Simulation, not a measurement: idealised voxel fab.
Process module name: voxel self aligned contacts
cross-section cut | 225 nm wide | cells 5 nm
Reading order for cross-sections: top band down to bottom band. Underlying form: a grid of square cells. Band size: one or more rows of cells. Each band's line starts with the height of the band's top and of its bottom, in nm. Then come its materials from left to right, each with its width in nm. One material with "everywhere" fills the band from edge to edge. "blank" is empty space. All heights in this document are referenced to 0, defined as the level beneath which the wafer, as received, consists entirely of one material. The lowest band is not bounded below; it extends indefinitely downward and is written in the form "0 down". The two numbers in a width such as "30 to 40" mark its ends across the band: the first belongs to the top row of cells, the second to the bottom row, and from each row to the next the width moves by the same amount. Where a step carries "no modification", the cross-section came out of it unchanged, cell for cell. "Closed void roster": empty spaces of 8 cells or more with no open way to the top, each given as width x height at distance, distance from the left edge, all in nm. Note: text after step settings on the step line = simulator remark on that step. overlay nm: for a step with a mask, the amount by which the mask lay right of where it was planned; a negative amount means left of it.
# List of planned process steps
1: RECEIVE: material Si
2: OXIDIZE: depth nm 5
3: DIRECTIONAL_DEP: material polySi, thk nm 20
4: DIRECTIONAL_DEP: material SiN, thk nm 20
5: DIRECTIONAL_DEP: material aC, thk nm 10
6: PATTERN: tone cover, mask id GATE, material resist, width nm 25, pitch nm 50, thk nm 30, overlay nm 0
7: DIRECTIONAL_ETCH: etch materials aC, depth nm 10
8: STRIP: etch materials resist
9: DIRECTIONAL_ETCH: etch materials SiN, depth nm 20
10: DIRECTIONAL_ETCH: etch materials polySi, depth nm 20
11: STRIP: etch materials aC
12: CONFORMAL_DEP: material SiN, thk nm 5
13: DIRECTIONAL_ETCH: etch materials SiN, depth nm 5
14: FILL_DEP: material SiO2, thk nm 15
15: CMP: height nm 50
16: PATTERN: tone open, mask id CONTACT, material resist, width nm 35, pitch nm 50, thk nm 20, overlay nm 0
17: DIRECTIONAL_ETCH: etch materials SiO2, depth nm 55
18: STRIP: etch materials resist
19: CONFORMAL_DEP: material TiN, thk nm 5
20: FILL_DEP: material Ru, thk nm 5
21: CMP: height nm 50
22: CONFORMAL_DEP: material SiCN, thk nm 5
# Wafer at receipt (post step 1), cross-section
  0 down: Si everywhere
  Closed void roster: none
# The module was run from the start shown above using the plan shown above, but one mistake was made doing it; the resulting wafer cross-section is below
  55 to 50: SiCN everywhere
  50 to 40: 70 nm SiO2  5 to 15 nm TiN  25 to 5 nm Ru  5 to 15 nm TiN  15 nm SiO2  5 to 15 nm TiN  25 to 5 nm Ru  5 to 15 nm TiN  70 nm SiO2
  40 to 20: 45 nm SiO2  35 nm SiN  5 nm TiN  5 nm Ru  5 nm TiN  35 nm SiN  5 nm TiN  5 nm Ru  5 nm TiN  35 nm SiN  45 nm SiO2
  20 to 0: 80 nm SiO2  5 nm TiN  5 nm Ru  5 nm TiN  35 nm SiO2  5 nm TiN  5 nm Ru  5 nm TiN  80 nm SiO2
  0 to -5: 80 nm SiO2  15 nm TiN  35 nm SiO2  15 nm TiN  80 nm SiO2
  -5 down: Si everywhere
  Closed void roster: none
Run error: step 3 went in with a setting other than planned; the actual run was DIRECTIONAL_DEP: material SiO2, thk nm 20
